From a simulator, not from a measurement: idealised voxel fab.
The process module that follows is named voxel released beams.
Section shown: cut. Width: 290 nm. Cell size: 5 nm, square.
Reading order for cross-sections: top band down to bottom band. Underlying form: a grid of square cells. Band size: one or more rows of cells. Per band: top height and bottom height in nm, followed by the left-to-right materials and their widths in nm; "throughout" marks a single material spanning edge to edge, "air" marks empty space. Heights are reckoned from 0. Under this level, the received wafer is all of one material. The bottommost band is open-ended downward, for example "0 -> down". It should be noted that a width expressed as "30..40" varies in equal increments from row to row of cells within the band, taking the value of the first number at the top row and that of the second number at the bottom row. Step marked "all unchanged"? Then no cell in the cross-section changed in it. In the "Closed void register" entry, you get each enclosed empty space of 8 cells or more, one with no open way to the top, written width x height at distance, distance from the left edge, in nm. Step line, after settings: the simulator's comment on this step. overlay nm: where the mask lay relative to plan, measured to the right, on steps with a mask; negatives go left.

These are the steps we planned for the process:
1. RECEIVE with material Si
2. CONFORMAL_DEP with material Al2O3, thk nm 10
3. DIRECTIONAL_DEP with material SiO2, thk nm 20
4. DIRECTIONAL_DEP with material aC, thk nm 10
5. PATTERN with tone open, mask id ANCHOR, material resist, width nm 40, thk nm 30, overlay nm 0
6. DIRECTIONAL_ETCH with etch materials aC, depth nm 10
7. STRIP with etch materials resist
8. DIRECTIONAL_ETCH with etch materials SiO2, depth nm 20
9. STRIP with etch materials aC
10. CONFORMAL_DEP with material SiN, thk nm 15
11. PATTERN with tone cover, mask id BEAM, material resist, width nm 115, thk nm 15, overlay nm 0
12. DIRECTIONAL_ETCH with etch materials SiN, depth nm 15
13. STRIP with etch materials resist
14. STRIP with etch materials SiO2

First wafer, two in total, run as planned:

Here's what the wafer looked like in cross-section when it arrived - that's after step 1:
  0 -> down: Si throughout
  Closed void register: none

Step 2 done - wafer cross-section:
  10 -> 0: Al2O3 throughout
  below 0: unchanged

Step 3 done - wafer cross-section:
  30 -> 10: SiO2 throughout
  below 10: unchanged

Step 4 done - wafer cross-section:
  40 -> 30: aC throughout
  below 30: unchanged

Step 5 done - wafer cross-section:
  70 -> 40: resist 90 nm | air 40 nm | resist 160 nm
  below 40: unchanged

Step 6 done - wafer cross-section:
  60 -> 40: resist 90 nm | air 40 nm | resist 160 nm
  40 -> 30: aC 90 nm | air 40 nm | aC 160 nm
  below 30: unchanged

Step 7 done - wafer cross-section:
  40 -> 30: aC 90 nm | air 40 nm | aC 160 nm
  below 30: unchanged

Step 8 done - wafer cross-section:
  40 -> 30: aC 90 nm | air 40 nm | aC 160 nm
  30 -> 10: SiO2 90 nm | air 40 nm | SiO2 160 nm
  below 10: unchanged

Step 9 done - wafer cross-section:
  30 -> 10: SiO2 90 nm | air 40 nm | SiO2 160 nm
  below 10: unchanged

Step 10 done - wafer cross-section:
  45 -> 30: SiN 105 nm | air 10 nm | SiN 175 nm
  30 -> 25: SiO2 90 nm | SiN 15 nm | air 10 nm | SiN 15 nm | SiO2 160 nm
  25 -> 10: SiO2 90 nm | SiN 40 nm | SiO2 160 nm
  below 10: unchanged

Step 11 done - wafer cross-section:
  60 -> 45: air 85 nm | resist 115 nm | air 90 nm
  45 -> 30: SiN 105 nm | resist 10 nm | SiN 175 nm
  30 -> 25: SiO2 90 nm | SiN 15 nm | resist 10 nm | SiN 15 nm | SiO2 160 nm
  below 25: unchanged

Step 12 done - wafer cross-section:
  60 -> 45: air 85 nm | resist 115 nm | air 90 nm
  45 -> 30: air 85 nm | SiN 20 nm | resist 10 nm | SiN 85 nm | air 90 nm
  below 30: unchanged

Step 13 done - wafer cross-section:
  45 -> 30: air 85 nm | SiN 20 nm | air 10 nm | SiN 85 nm | air 90 nm
  30 -> 25: SiO2 90 nm | SiN 15 nm | air 10 nm | SiN 15 nm | SiO2 160 nm
  below 25: unchanged

Step 14 done - wafer cross-section:
  45 -> 30: air 85 nm | SiN 20 nm | air 10 nm | SiN 85 nm | air 90 nm
  30 -> 25: air 90 nm | SiN 15 nm | air 10 nm | SiN 15 nm | air 160 nm
  25 -> 10: air 90 nm | SiN 40 nm | air 160 nm
  below 10: unchanged

Companion wafer, the second of two: same beginning, same intended sequence, one mistake in carrying it out; through step 4 inclusive it tracks the first exactly:

Second wafer at the planned finish of step 5, seen in cross-section:
  70 -> 40: air 90 nm | resist 40 nm | air 160 nm
  below 40: unchanged

Second wafer at the planned finish of step 6, seen in cross-section:
  60 -> 40: air 90 nm | resist 40 nm | air 160 nm
  40 -> 30: air 90 nm | aC 40 nm | air 160 nm
  below 30: unchanged

Second wafer at the planned finish of step 7, seen in cross-section:
  40 -> 30: air 90 nm | aC 40 nm | air 160 nm
  below 30: unchanged

Second wafer at the planned finish of step 8, seen in cross-section:
  40 -> 30: air 90 nm | aC 40 nm | air 160 nm
  30 -> 10: air 90 nm | SiO2 40 nm | air 160 nm
  below 10: unchanged

Second wafer at the planned finish of step 9, seen in cross-section:
  30 -> 10: air 90 nm | SiO2 40 nm | air 160 nm
  below 10: unchanged

Second wafer at the planned finish of step 10, seen in cross-section:
  45 -> 30: air 75 nm | SiN 70 nm | air 145 nm
  30 -> 25: air 75 nm | SiN 15 nm | SiO2 40 nm | SiN 15 nm | air 145 nm
  25 -> 10: SiN 90 nm | SiO2 40 nm | SiN 160 nm
  below 10: unchanged

Second wafer at the planned finish of step 11, seen in cross-section:
  60 -> 45: air 85 nm | resist 115 nm | air 90 nm
  45 -> 30: air 75 nm | SiN 70 nm | resist 55 nm | air 90 nm
  30 -> 25: air 75 nm | SiN 15 nm | SiO2 40 nm | SiN 15 nm | resist 55 nm | air 90 nm
  below 25: unchanged

Second wafer at the planned finish of step 12, seen in cross-section:
  60 -> 45: air 85 nm | resist 115 nm | air 90 nm
  45 -> 30: air 85 nm | SiN 60 nm | resist 55 nm | air 90 nm
  30 -> 25: air 75 nm | SiN 15 nm | SiO2 40 nm | SiN 15 nm | resist 55 nm | air 90 nm
  25 -> 10: air 75 nm | SiN 15 nm | SiO2 40 nm | SiN 70 nm | air 90 nm
  below 10: unchanged

Second wafer at the planned finish of step 13, seen in cross-section:
  45 -> 30: air 85 nm | SiN 60 nm | air 145 nm
  30 -> 25: air 75 nm | SiN 15 nm | SiO2 40 nm | SiN 15 nm | air 145 nm
  below 25: unchanged

Second wafer at the planned finish of step 14, seen in cross-section: all unchanged
Diagnosis: so step 5 ended up running with a different setting than we planned, it ran as PATTERN with tone cover, mask id ANCHOR, material resist, width nm 40, thk nm 30, overlay nm 0
Cell-count delta at end, second wafer over first, by material: SiO2: 32 more
